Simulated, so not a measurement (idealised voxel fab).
process module | voxel transistor to metal
cross-section cut | 280 nm wide | cells 5 nm
A cross-section is a grid of square cells, given in bands from the top down. A band is one or more rows of cells.
Each band's line starts with the height of the band's top and of its bottom, in nm. Then come its materials from left to right, each with its width in nm. One material with "throughout" fills the band from edge to edge. "air" is empty space.
Height 0 is the level under which the wafer as received is all one material. The lowest band goes on downwards, as in "0 down".
A width such as "30 to 40" changes by the same amount from each row of cells to the next, from the band's top row to its bottom row.
"no change" after a step means that no cell of the cross-section changed.
closed voids: empty space of 8 cells or more with no open way to the top, each as width x height at its distance from the left edge, in nm
after a step's settings: what the simulator itself notes on the step
overlay nm, on a step with a mask: how far to the right of its planned place the mask lay; to the left if negative
plan
1 op RECEIVE | material Si
2 op CONFORMAL_DEP | material SiO2 | thk nm 5
3 op CONFORMAL_DEP | material SiN | thk nm 15
4 op DIRECTIONAL_DEP | material aC | thk nm 10
5 op PATTERN | tone cover | mask id ACTIVE | material resist | width nm 110 | pitch nm 130 | thk nm 25 | overlay nm 0
6 op DIRECTIONAL_ETCH | etch materials aC | depth nm 10
7 op STRIP | etch materials resist
8 op DIRECTIONAL_ETCH | etch materials SiN | depth nm 15
9 op DIRECTIONAL_ETCH | etch materials SiO2 | depth nm 5
10 op DIRECTIONAL_ETCH | etch materials Si | depth nm 20
11 op STRIP | etch materials aC
12 op FILL_DEP | material SiO2 | thk nm 10
13 op CMP | height nm 20
14 op SELECTIVE_ETCH | etch materials SiO2 | depth nm 15
15 op STRIP | etch materials SiN
16 op SELECTIVE_ETCH | etch materials SiO2 | depth nm 5
17 op OXIDIZE | depth nm 5
18 op DIRECTIONAL_DEP | material polySi | thk nm 25
19 op DIRECTIONAL_DEP | material SiCN | thk nm 10
20 op MASKED_ETCH | tone cover | mask id GATE | width nm 20 | pitch nm 130 | etch materials SiCN | depth nm 20 | overlay nm 0
21 op MASKED_ETCH | tone cover | mask id GATE | width nm 20 | pitch nm 130 | etch materials polySi | depth nm 35 | overlay nm 0
22 op CONFORMAL_DEP | material SiN | thk nm 5
23 op DIRECTIONAL_ETCH | etch materials SiN | depth nm 5
24 op DIRECTIONAL_ETCH | etch materials SiO2 | depth nm 5
25 op DIRECTIONAL_ETCH | etch materials Si | depth nm 10
26 op EPI | material SiGe | thk nm 10
27 op FILL_DEP | material SiO2 | thk nm 10
28 op CMP | height nm 35
29 op DIRECTIONAL_DEP | material SiO2 | thk nm 10
30 op MASKED_ETCH | tone open | mask id CONTACT | width nm 20 | etch materials SiO2 | depth nm 50 | overlay nm 0
31 op CONFORMAL_DEP | material TiN | thk nm 5
32 op FILL_DEP | material Ru | thk nm 10
33 op CMP | height nm 45
34 op CONFORMAL_DEP | material SiCN | thk nm 5
35 op DIRECTIONAL_DEP | material SiO2 | thk nm 20
36 op MASKED_ETCH | tone open | mask id METAL_1 | width nm 20 | etch materials SiO2 | depth nm 20 | overlay nm 0
37 op MASKED_ETCH | tone open | mask id METAL_1 | width nm 20 | etch materials SiCN | depth nm 5 | overlay nm 0
38 op CONFORMAL_DEP | material TiN | thk nm 5
39 op FILL_DEP | material W | thk nm 5
40 op CMP | height nm 70
41 op EPI | material Ru | thk nm 5
42 op FILL_DEP | material SiCN | thk nm 5
43 op DIRECTIONAL_DEP | material lowk | thk nm 25
44 op PATTERN | tone open | mask id METAL_2 | material resist | width nm 20 | pitch nm 130 | thk nm 15 | overlay nm 0
45 op DIRECTIONAL_ETCH | etch materials lowk | depth nm 15
46 op STRIP | etch materials resist
47 op PATTERN | tone open | mask id METAL_2_HOLES | material resist | width nm 15 | pitch nm 130 | thk nm 15 | overlay nm 0
48 op DIRECTIONAL_ETCH | etch materials lowk | depth nm 10
49 op DIRECTIONAL_ETCH | etch materials SiCN | depth nm 5
50 op STRIP | etch materials resist
51 op CONFORMAL_DEP | material TiN | thk nm 5
52 op FILL_DEP | material Cu | thk nm 5
53 op CMP | height nm 105
54 op CONFORMAL_DEP | material SiCN | thk nm 5
as received, after step 1
  0 down: Si throughout
  closed voids: none
first wafer at the end, as planned
  110 to 105: SiCN throughout
  105 to 95: lowk 25 | TiN 5 | Cu 10 | TiN 5 | lowk 110 | TiN 5 | Cu 10 | TiN 5 | lowk 105
  95 to 90: lowk 25 | TiN 5 | Cu 5 | TiN 10 | lowk 110 | TiN 5 | Cu 5 | TiN 10 | lowk 105
  90 to 80: lowk 25 | TiN 5 | Cu 5 | TiN 5 | lowk 115 | TiN 5 | Cu 5 | TiN 5 | lowk 110
  80 to 75: SiCN 25 | TiN 15 | SiCN 115 | TiN 15 | SiCN 110
  75 to 70: SiCN 20 | Ru 30 | SiCN 50 | Ru 30 | SiCN 20 | Ru 30 | SiCN 50 | Ru 30 | SiCN 20
  70 to 50: SiO2 25 | TiN 5 | W 10 | TiN 5 | SiO2 60 | TiN 5 | W 10 | TiN 5 | SiO2 30 | TiN 5 | W 10 | TiN 5 | SiO2 60 | TiN 5 | W 10 | TiN 5 | SiO2 25
  50 to 45: SiCN 25 | TiN 20 | SiCN 60 | TiN 20 | SiCN 30 | TiN 20 | SiCN 60 | TiN 20 | SiCN 25
  45 to 35: SiO2 25 | TiN 5 | Ru 10 | TiN 5 | SiO2 60 | TiN 5 | Ru 10 | TiN 5 | SiO2 30 | TiN 5 | Ru 10 | TiN 5 | SiO2 60 | TiN 5 | Ru 10 | TiN 5 | SiO2 25
  35 to 25: SiO2 25 | TiN 5 | Ru 10 | TiN 5 | SiO2 15 | SiN 5 | SiCN 20 | SiN 5 | SiO2 15 | TiN 5 | Ru 10 | TiN 5 | SiO2 30 | TiN 5 | Ru 10 | TiN 5 | SiO2 15 | SiN 5 | SiCN 20 | SiN 5 | SiO2 15 | TiN 5 | Ru 10 | TiN 5 | SiO2 25
  25 to 5: SiO2 25 | TiN 5 | Ru 10 | TiN 5 | SiO2 15 | SiN 5 | polySi 20 | SiN 5 | SiO2 15 | TiN 5 | Ru 10 | TiN 5 | SiO2 30 | TiN 5 | Ru 10 | TiN 5 | SiO2 15 | SiN 5 | polySi 20 | SiN 5 | SiO2 15 | TiN 5 | Ru 10 | TiN 5 | SiO2 25
  5 to 0: SiO2 25 | TiN 5 | Ru 10 | TiN 5 | SiO2 5 | SiGe 10 | SiN 5 | polySi 20 | SiN 5 | SiGe 10 | SiO2 5 | TiN 5 | Ru 10 | TiN 5 | SiO2 30 | TiN 5 | Ru 10 | TiN 5 | SiO2 5 | SiGe 10 | SiN 5 | polySi 20 | SiN 5 | SiGe 10 | SiO2 5 | TiN 5 | Ru 10 | TiN 5 | SiO2 25
  0 to -5: SiO2 25 | TiN 20 | SiO2 5 | SiGe 10 | SiO2 30 | SiGe 10 | SiO2 5 | TiN 20 | SiO2 30 | TiN 20 | SiO2 5 | SiGe 10 | SiO2 30 | SiGe 10 | SiO2 5 | TiN 20 | SiO2 25
  -5 to -15: SiO2 20 | SiGe 40 | Si 30 | SiGe 40 | SiO2 20 | SiGe 40 | Si 30 | SiGe 40 | SiO2 20
  -15 to -20: SiO2 20 | Si 110 | SiO2 20 | Si 110 | SiO2 20
  -20 down: Si throughout
  closed voids: none
second wafer at the end: like start, like plan, one mistake
  110 to 105: SiCN throughout
  105 to 95: lowk 25 | TiN 5 | Cu 10 | TiN 5 | lowk 110 | TiN 5 | Cu 10 | TiN 5 | lowk 105
  95 to 90: lowk 25 | TiN 5 | Cu 5 | TiN 10 | lowk 110 | TiN 5 | Cu 5 | TiN 10 | lowk 105
  90 to 80: lowk 25 | TiN 5 | Cu 5 | TiN 5 | lowk 115 | TiN 5 | Cu 5 | TiN 5 | lowk 110
  80 to 75: SiCN 25 | TiN 15 | SiCN 115 | TiN 15 | SiCN 110
  75 to 70: SiCN 20 | Ru 30 | SiCN 50 | Ru 30 | SiCN 20 | Ru 30 | SiCN 50 | Ru 30 | SiCN 20
  70 to 50: SiO2 25 | TiN 5 | W 10 | TiN 5 | SiO2 60 | TiN 5 | W 10 | TiN 5 | SiO2 30 | TiN 5 | W 10 | TiN 5 | SiO2 60 | TiN 5 | W 10 | TiN 5 | SiO2 25
  50 to 45: SiCN 25 | TiN 20 | SiCN 60 | TiN 20 | SiCN 30 | TiN 20 | SiCN 60 | TiN 20 | SiCN 25
  45 to 40: Ru 20 | TiN 5 | SiO2 20 | TiN 5 | Ru 50 | TiN 5 | SiO2 20 | TiN 5 | Ru 20 | TiN 5 | SiO2 20 | TiN 5 | Ru 50 | TiN 5 | SiO2 20 | TiN 5 | Ru 20
  40 to 35: Ru 20 | TiN 5 | SiO2 20 | TiN 5 | Ru 5 | TiN 40 | Ru 5 | TiN 5 | SiO2 20 | TiN 5 | Ru 20 | TiN 5 | SiO2 20 | TiN 5 | Ru 5 | TiN 40 | Ru 5 | TiN 5 | SiO2 20 | TiN 5 | Ru 20
  35 to 25: Ru 20 | TiN 5 | SiO2 20 | TiN 5 | Ru 5 | TiN 5 | SiN 5 | SiCN 20 | SiN 5 | TiN 5 | Ru 5 | TiN 5 | SiO2 20 | TiN 5 | Ru 20 | TiN 5 | SiO2 20 | TiN 5 | Ru 5 | TiN 5 | SiN 5 | SiCN 20 | SiN 5 | TiN 5 | Ru 5 | TiN 5 | SiO2 20 | TiN 5 | Ru 20
  25 to 10: Ru 20 | TiN 5 | SiO2 20 | TiN 5 | Ru 5 | TiN 5 | SiN 5 | polySi 20 | SiN 5 | TiN 5 | Ru 5 | TiN 5 | SiO2 20 | TiN 5 | Ru 20 | TiN 5 | SiO2 20 | TiN 5 | Ru 5 | TiN 5 | SiN 5 | polySi 20 | SiN 5 | TiN 5 | Ru 5 | TiN 5 | SiO2 20 | TiN 5 | Ru 20
  10 to 5: Ru 20 | TiN 5 | SiO2 20 | TiN 15 | SiN 5 | polySi 20 | SiN 5 | TiN 15 | SiO2 20 | TiN 5 | Ru 20 | TiN 5 | SiO2 20 | TiN 15 | SiN 5 | polySi 20 | SiN 5 | TiN 15 | SiO2 20 | TiN 5 | Ru 20
  5 to 0: Ru 20 | TiN 5 | SiO2 20 | TiN 5 | SiGe 10 | SiN 5 | polySi 20 | SiN 5 | SiGe 10 | TiN 5 | SiO2 20 | TiN 5 | Ru 20 | TiN 5 | SiO2 20 | TiN 5 | SiGe 10 | SiN 5 | polySi 20 | SiN 5 | SiGe 10 | TiN 5 | SiO2 20 | TiN 5 | Ru 20
  0 to -5: TiN 25 | SiO2 20 | TiN 5 | SiGe 10 | SiO2 30 | SiGe 10 | TiN 5 | SiO2 20 | TiN 30 | SiO2 20 | TiN 5 | SiGe 10 | SiO2 30 | SiGe 10 | TiN 5 | SiO2 20 | TiN 25
  -5 to -15: SiO2 20 | SiGe 40 | Si 30 | SiGe 40 | SiO2 20 | SiGe 40 | Si 30 | SiGe 40 | SiO2 20
  -15 to -20: SiO2 20 | Si 110 | SiO2 20 | Si 110 | SiO2 20
  -20 down: Si throughout
  closed voids: none
what went wrong: step 30 ran as: op MASKED_ETCH | tone cover | mask id CONTACT | width nm 20 | etch materials SiO2 | depth nm 50 | overlay nm 0
at the end the second wafer has, in cells: 80 more of Ru | 128 fewer of SiO2 | 48 more of TiN
